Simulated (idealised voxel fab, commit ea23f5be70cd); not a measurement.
Herein follows the process module entitled voxel gate over fins.
Shown is cross-section cut, with a width of 280 nm and square cells of size 5 nm.
A cross-section in this document is a grid of square cells, and it is written down as bands, the top band listed before the ones below it; a band is made up of one or more rows of cells. Look at the band entry: it leads with the top's height and the bottom's height in nm. Then it lists the materials left to right, with a width in nm for each. The word "everywhere" on a single material says that material fills the band edge to edge. The word "blank" is empty space. Beneath 0, the wafer as received is one material, and that level is where height counting begins. The lowest band goes on downward without a bottom; it is written like "from 0 down". You'd read "30->40" like this: the band's top row of cells is as wide as the first number, its bottom row is as wide as the second, and going down, every row changes width by the same amount as the row before did. Step note "no modifications" = no cross-section cell changed. Look at "Voids, fully enclosed" for the closed voids: empty spaces with no open path to the top, sized 8 cells or up. Each is width x height at distance, distance from the left edge, all nm. On a step's line, text after the settings is the simulator commenting on that step. The setting "overlay nm" may be written on the line of a step. When the step uses a mask, the value reports how far to the right of the planned place the mask lay, and a negative value reports that it lay to the left.

THIS SECTION LISTS THE PROCESS STEPS THAT WERE PLANNED
| 1 | RECEIVE, material Si |
| 2 | CONFORMAL_DEP, material SiN, thk nm 10 |
| 3 | PATTERN, tone cover, mask id FINS, material resist, width nm 15, pitch nm 40, thk nm 20, overlay nm 0 |
| 4 | DIRECTIONAL_ETCH, etch materials SiN, depth nm 10 |
| 5 | DIRECTIONAL_ETCH, etch materials Si, depth nm 40 |
| 6 | STRIP, etch materials resist |
| 7 | FILL_DEP, material SiO2, thk nm 15 |
| 8 | CMP, height nm 10 |
| 9 | SELECTIVE_ETCH, etch materials SiO2, depth nm 20 |
| 10 | STRIP, etch materials SiN |
| 11 | CONFORMAL_DEP, material HfO2, thk nm 5 |
| 12 | CONFORMAL_DEP, material TiN, thk nm 5 |
| 13 | FILL_DEP, material W, thk nm 10 |
| 14 | CMP, height nm 15 |
| 15 | CONFORMAL_DEP, material SiCN, thk nm 10 |

WAFER CROSS-SECTION ON RECEIPT, I.E. AFTER STEP 1
	from 0 down: Si everywhere
	Voids, fully enclosed: none

THE PLAN ABOVE WAS CARRIED OUT ON THE STARTING STRUCTURE ABOVE WITH ONE MISTAKE, AND THIS CROSS-SECTION SHOWS THE WAFER AT THE END OF THE MODULE
	from 25 to 15: SiCN everywhere
	from 15 to 10: W everywhere
	from 10 to 5: W=100 | TiN=35 | W=5 | TiN=35 | W=105
	from 5 to 0: W=100 | TiN=5 | HfO2=25 | TiN=5 | W=5 | TiN=5 | HfO2=25 | TiN=5 | W=105
	from 0 to -5: TiN=105 | HfO2=5 | Si=15 | HfO2=5 | TiN=5 | W=5 | TiN=5 | HfO2=5 | Si=15 | HfO2=5 | TiN=110
	from -5 to -10: HfO2=95 | TiN=10 | HfO2=5 | Si=15 | HfO2=5 | TiN=5 | W=5 | TiN=5 | HfO2=5 | Si=15 | HfO2=5 | TiN=10 | HfO2=100
	from -10 to -15: SiO2=90 | HfO2=5 | TiN=10 | HfO2=5 | Si=15 | HfO2=5 | TiN=15 | HfO2=5 | Si=15 | HfO2=5 | TiN=10 | HfO2=5 | SiO2=95
	from -15 to -20: SiO2=90 | HfO2=20 | Si=15 | HfO2=25 | Si=15 | HfO2=20 | SiO2=95
	from -20 to -40: SiO2=110 | Si=15 | SiO2=25 | Si=15 | SiO2=115
	from -40 down: Si everywhere
	Voids, fully enclosed: none
In executing the process, a mistake was made relative to the plan: steps 9 and 10 of the plan were each performed in the slot designated for the other
